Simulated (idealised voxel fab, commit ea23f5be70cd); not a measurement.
Proc. module: voxel self aligned vias
Displayed cross-section: cut, width of 250 nm, square cells sized 5 nm.
Cross-section, as written here: a square-cell grid given band by band from the top down, where a band holds one or more rows of cells.
Top height, bottom height, nm. Materials left to right, width each, nm. Single material + "edge to edge" = fills band edge to edge. "blank" = empty.
The reference from which all heights are counted is 0, the level beneath which the as-received wafer is entirely one material; the lowest band, having no lower bound, proceeds downward and is written after the example "from 0 down".
The width entry "30..40" should be interpreted row by row: the top row of cells in the band takes the first number, the bottom row takes the second number, and the change between adjacent rows is uniform throughout.
Step marked "remained unchanged"? Then no cell in the cross-section changed in it.
Entry "Unvented internal voids". Content: empty spaces with no open connection to the top, size 8 cells or greater. Each: width x height at distance. Distance: from left edge. Unit: nm.
Past the settings on a step's line: simulator remark, on that step.
overlay nm: where the mask lay relative to plan, measured to the right, on steps with a mask; negatives go left.
Process steps foreseen in the plan:
- 1: RECEIVE (material Si)
- 2: CONFORMAL_DEP (material SiO2; thk nm 10)
- 3: CONFORMAL_DEP (material SiCN; thk nm 5)
- 4: DIRECTIONAL_DEP (material lowk; thk nm 25)
- 5: PATTERN (tone open; mask id LINES; material resist; width nm 30; pitch nm 65; thk nm 15; overlay nm 0)
- 6: DIRECTIONAL_ETCH (etch materials lowk; depth nm 25)
- 7: STRIP (etch materials resist)
- 8: CONFORMAL_DEP (material TiN; thk nm 5)
- 9: FILL_DEP (material Ru; thk nm 10)
- 10: CMP (height nm 40)
- 11: SELECTIVE_ETCH (etch materials W Ru TiN; depth nm 10)
- 12: FILL_DEP (material SiN; thk nm 10)
- 13: CMP (height nm 40)
- 14: DIRECTIONAL_DEP (material lowk; thk nm 15)
- 15: PATTERN (tone open; mask id VIAS; material resist; width nm 50; pitch nm 65; thk nm 20; overlay nm 0)
- 16: DIRECTIONAL_ETCH (etch materials lowk; depth nm 15)
- 17: DIRECTIONAL_ETCH (etch materials SiN; depth nm 10)
- 18: STRIP (etch materials resist)
- 19: CONFORMAL_DEP (material TiN; thk nm 5)
- 20: FILL_DEP (material W; thk nm 5)
- 21: CMP (height nm 55)
- 22: CONFORMAL_DEP (material SiN; thk nm 5)
Cross-section: wafer on arrival = after step 1:
* from 0 down | Si edge to edge
* Unvented internal voids: none
first wafer at the end, as planned:
* from 60 to 55 | SiN edge to edge
* from 55 to 45 | 35 nm lowk, then 5 nm TiN, then 40 nm W, then 5 nm TiN, then 15 nm lowk, then 5 nm TiN, then 40 nm W, then 5 nm TiN, then 15 nm lowk, then 5 nm TiN, then 40 nm W, then 5 nm TiN, then 35 nm lowk
* from 45 to 35 | 35..45 nm lowk, then 15..5 nm TiN, then 20 nm W, then 15..5 nm TiN, then 15..35 nm lowk, then 15..5 nm TiN, then 20 nm W, then 15..5 nm TiN, then 15..35 nm lowk, then 15..5 nm TiN, then 20 nm W, then 15..5 nm TiN, then 35..45 nm lowk
* from 35 to 30 | 45 nm lowk, then 30 nm TiN, then 35 nm lowk, then 30 nm TiN, then 35 nm lowk, then 30 nm TiN, then 45 nm lowk
* from 30 to 20 | 45 nm lowk, then 5 nm TiN, then 20 nm Ru, then 5 nm TiN, then 35 nm lowk, then 5 nm TiN, then 20 nm Ru, then 5 nm TiN, then 35 nm lowk, then 5 nm TiN, then 20 nm Ru, then 5 nm TiN, then 45 nm lowk
* from 20 to 15 | 45 nm lowk, then 30 nm TiN, then 35 nm lowk, then 30 nm TiN, then 35 nm lowk, then 30 nm TiN, then 45 nm lowk
* from 15 to 10 | SiCN edge to edge
* from 10 to 0 | SiO2 edge to edge
* from 0 down | Si edge to edge
* Unvented internal voids: none
Presented here is a cross-section of the second of the two wafers as it stood at the end of the module. It was started in the same manner and assigned the same plan as the first wafer; however, one mistake was made in its execution:
* from 60 to 55 | SiN edge to edge
* from 55 to 35 | 35 nm lowk, then 5 nm TiN, then 40 nm W, then 5 nm TiN, then 15 nm lowk, then 5 nm TiN, then 40 nm W, then 5 nm TiN, then 15 nm lowk, then 5 nm TiN, then 40 nm W, then 5 nm TiN, then 35 nm lowk
* from 35 to 30 | 35 nm lowk, then 50 nm TiN, then 15 nm lowk, then 50 nm TiN, then 15 nm lowk, then 50 nm TiN, then 35 nm lowk
* from 30 to 20 | 35..45 nm lowk, then 15..5 nm TiN, then 20 nm Ru, then 15..5 nm TiN, then 15..35 nm lowk, then 15..5 nm TiN, then 20 nm Ru, then 15..5 nm TiN, then 15..35 nm lowk, then 15..5 nm TiN, then 20 nm Ru, then 15..5 nm TiN, then 35..45 nm lowk
* from 20 to 15 | 45 nm lowk, then 30 nm TiN, then 35 nm lowk, then 30 nm TiN, then 35 nm lowk, then 30 nm TiN, then 45 nm lowk
* from 15 to 10 | SiCN edge to edge
* from 10 to 0 | SiO2 edge to edge
* from 0 down | Si edge to edge
* Unvented internal voids: none
The mistake made against the process plan was this: step 16 of the plan was performed twice
Final difference in cells, second wafer against first, listed per material as more or fewer: TiN +12, W +24, lowk -36
